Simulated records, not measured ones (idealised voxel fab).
process module | voxel capacitor over wiring
cross-section cut | 295 nm wide | cells 5 nm
A cross-section is a grid of square cells, given in bands from the top down. A band is one or more rows of cells.
Each band's line starts with the height of the band's top and of its bottom, in nm. Then come its materials from left to right, each with its width in nm. One material with "throughout" fills the band from edge to edge. "air" is empty space.
Height 0 is the level under which the wafer as received is all one material. The lowest band goes on downwards, as in "0 down".
A width such as "30 to 40" changes by the same amount from each row of cells to the next, from the band's top row to its bottom row.
"no change" after a step means that no cell of the cross-section changed.
closed voids: empty space of 8 cells or more with no open way to the top, each as width x height at its distance from the left edge, in nm
after a step's settings: what the simulator itself notes on the step
overlay nm, on a step with a mask: how far to the right of its planned place the mask lay; to the left if negative
plan
1 op RECEIVE | material Si
2 op CONFORMAL_DEP | material SiO2 | thk nm 15
3 op CONFORMAL_DEP | material SiCN | thk nm 5
4 op DIRECTIONAL_DEP | material lowk | thk nm 15
5 op DIRECTIONAL_DEP | material aC | thk nm 10
6 op PATTERN | tone open | mask id METAL_1 | material resist | width nm 20 | pitch nm 85 | thk nm 30 | overlay nm 0
7 op DIRECTIONAL_ETCH | etch materials aC | depth nm 10
8 op STRIP | etch materials resist
9 op DIRECTIONAL_ETCH | etch materials lowk | depth nm 15
10 op DIRECTIONAL_ETCH | etch materials SiCN | depth nm 5
11 op STRIP | etch materials aC
12 op CONFORMAL_DEP | material TiN | thk nm 5
13 op FILL_DEP | material Cu | thk nm 10
14 op CMP | height nm 35
15 op CONFORMAL_DEP | material SiCN | thk nm 5
16 op DIRECTIONAL_DEP | material SiO2 | thk nm 20
17 op PATTERN | tone open | mask id PLUG_1 | material resist | width nm 15 | thk nm 20 | overlay nm 0
18 op DIRECTIONAL_ETCH | etch materials SiO2 | depth nm 20
19 op DIRECTIONAL_ETCH | etch materials SiCN | depth nm 5
20 op STRIP | etch materials resist
21 op EPI | material Ru | thk nm 10
22 op EPI | material Ru | thk nm 10
23 op EPI | material Ru | thk nm 5
24 op DIRECTIONAL_DEP | material TiN | thk nm 5
25 op DIRECTIONAL_DEP | material HfO2 | thk nm 5
26 op DIRECTIONAL_DEP | material TiN | thk nm 5
27 op DIRECTIONAL_DEP | material aC | thk nm 15
28 op PATTERN | tone cover | mask id UPPER_PLATE | material resist | width nm 70 | thk nm 35 | overlay nm 0
29 op DIRECTIONAL_ETCH | etch materials aC | depth nm 15
30 op STRIP | etch materials resist
31 op DIRECTIONAL_ETCH | etch materials TiN | depth nm 5
32 op DIRECTIONAL_ETCH | etch materials HfO2 | depth nm 5
33 op STRIP | etch materials aC
34 op DIRECTIONAL_DEP | material aC | thk nm 15
35 op PATTERN | tone cover | mask id LOWER_PLATE | material resist | width nm 80 | thk nm 35 | overlay nm 0
36 op DIRECTIONAL_ETCH | etch materials aC | depth nm 15
37 op STRIP | etch materials resist
38 op DIRECTIONAL_ETCH | etch materials TiN | depth nm 5
39 op STRIP | etch materials aC
40 op FILL_DEP | material SiO2 | thk nm 20
41 op CMP | height nm 90
42 op DIRECTIONAL_DEP | material aC | thk nm 15
43 op PATTERN | tone open | mask id PLUG_2 | material resist | width nm 15 | thk nm 35 | overlay nm 0
44 op DIRECTIONAL_ETCH | etch materials aC | depth nm 15
45 op STRIP | etch materials resist
46 op DIRECTIONAL_ETCH | etch materials SiO2 | depth nm 15
47 op STRIP | etch materials aC
48 op CONFORMAL_DEP | material TiN | thk nm 5
49 op FILL_DEP | material Cu | thk nm 10
50 op CMP | height nm 90
51 op CONFORMAL_DEP | material SiCN | thk nm 5
as received, after step 1
  0 down: Si throughout
  closed voids: none
first wafer at the end, as planned
  95 to 90: SiCN throughout
  90 to 80: SiO2 110 | TiN 5 | Cu 5 | TiN 5 | SiO2 170
  80 to 70: SiO2 110 to 100 | TiN 15 to 70 | SiO2 170 to 125
  70 to 65: SiO2 100 | HfO2 70 | SiO2 125
  65 to 60: SiO2 95 | TiN 80 | SiO2 120
  60 to 40: SiO2 100 | Ru 15 | SiO2 180
  40 to 35: SiCN 100 | Ru 15 | SiCN 180
  35 to 20: lowk 95 | TiN 5 | Cu 10 | TiN 5 | lowk 65 | TiN 5 | Cu 10 | TiN 5 | lowk 95
  20 to 15: SiCN 95 | TiN 20 | SiCN 65 | TiN 20 | SiCN 95
  15 to 0: SiO2 throughout
  0 down: Si throughout
  closed voids: none
second wafer at the end: like start, like plan, one mistake
  105 to 90: SiCN throughout
  90 to 80: SiO2 110 | TiN 5 | Cu 5 | TiN 5 | SiO2 170
  80 to 70: SiO2 110 to 100 | TiN 15 to 70 | SiO2 170 to 125
  70 to 65: SiO2 100 | HfO2 70 | SiO2 125
  65 to 60: SiO2 95 | TiN 80 | SiO2 120
  60 to 40: SiO2 100 | Ru 15 | SiO2 180
  40 to 35: SiCN 100 | Ru 15 | SiCN 180
  35 to 20: lowk 95 | TiN 5 | Cu 10 | TiN 5 | lowk 65 | TiN 5 | Cu 10 | TiN 5 | lowk 95
  20 to 15: SiCN 95 | TiN 20 | SiCN 65 | TiN 20 | SiCN 95
  15 to 0: SiO2 throughout
  0 down: Si throughout
  closed voids: none
what went wrong: step 51 ran as: op CONFORMAL_DEP | material SiCN | thk nm 15
at the end the second wafer has, in cells: 118 more of SiCN
